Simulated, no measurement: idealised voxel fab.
The following is a process module called voxel quadruple lines.
It is cross-section cut that appears here, measuring 220 nm in width, its square cells being 5 nm in size.
When this document writes out a cross-section, it uses a grid of square cells and lists it as bands, beginning at the top and moving down, with a band standing for one or more rows of cells.
Heights first: top, then bottom, in nm. Then materials, left to right, each with a width in nm. "full width" on a single material: fills the band edge to edge. "blank": empty space.
Heights are measured from 0, the level below which the as-received wafer is all one material; the lowest band has no bottom and continues downward, written as in "from 0 down".
You'd read "30 to 40" like this: the band's top row of cells is as wide as the first number, its bottom row is as wide as the second, and going down, every row changes width by the same amount as the row before did.
"nothing changed" (step): cross-section cells unchanged, all of them.
Any empty space of 8 cells or more lacking an open way to the top shows up in "Listed closed voids" as width x height at distance, distance from the left edge, in nm.
Step line, after settings: the simulator's comment on this step.
Each step line may optionally specify "overlay nm", which for a step with a mask gives the rightward distance between the mask's planned place and where it lay, a negative value indicating the leftward direction.

PLAN
1) RECEIVE: material Si
2) CONFORMAL_DEP: material SiO2, thk nm 5
3) DIRECTIONAL_DEP: material Ru, thk nm 10
4) DIRECTIONAL_DEP: material polySi, thk nm 20
5) DIRECTIONAL_DEP: material aC, thk nm 20
6) PATTERN: tone cover, mask id MANDREL, material resist, width nm 15, pitch nm 60, thk nm 30, overlay nm 0
7) DIRECTIONAL_ETCH: etch materials aC, depth nm 20
8) STRIP: etch materials resist
9) CONFORMAL_DEP: material SiO2, thk nm 10
10) DIRECTIONAL_ETCH: etch materials SiO2, depth nm 10
11) STRIP: etch materials aC
12) DIRECTIONAL_ETCH: etch materials polySi, depth nm 20
13) STRIP: etch materials SiO2
14) CONFORMAL_DEP: material SiCN, thk nm 5
15) DIRECTIONAL_ETCH: etch materials SiCN, depth nm 5
16) STRIP: etch materials polySi
17) DIRECTIONAL_ETCH: etch materials Ru, depth nm 10
18) STRIP: etch materials SiCN
19) FILL_DEP: material lowk, thk nm 10
20) CMP: height nm 15
Where the wafers of this document differ is in the width nm of step 6; they start out the same, and the plan states the value that applied to the first wafer.

THE FIRST OF SEVERAL WAFERS AS RECEIVED, SHOWN IN CROSS-SECTION; THIS IS ITS STATE AFTER STEP 1
	from 0 down: Si full width
	Listed closed voids: none

BELOW IS A PER-WAFER TABLE. IN IT, EACH ROW DESCRIBES THE WAFER AT THE END OF THE MODULE BY GIVING, FOR EACH MATERIAL, THE NUMBER OF CELLS GAINED (+) OR LOST (-) SINCE THE WAFER WAS RECEIVED, AND AFTER THAT THE CLOSED VOIDS OF THE WAFER
width nm 15 | +16 Ru | +44 SiO2 | +72 lowk | Listed closed voids: none
width nm 20 | +16 Ru | +44 SiO2 | +72 lowk | Listed closed voids: none
width nm 25 | +16 Ru | +44 SiO2 | +72 lowk | Listed closed voids: none
width nm 30 | +16 Ru | +44 SiO2 | +72 lowk | Listed closed voids: none
width nm 35 | +14 Ru | +44 SiO2 | +74 lowk | Listed closed voids: none
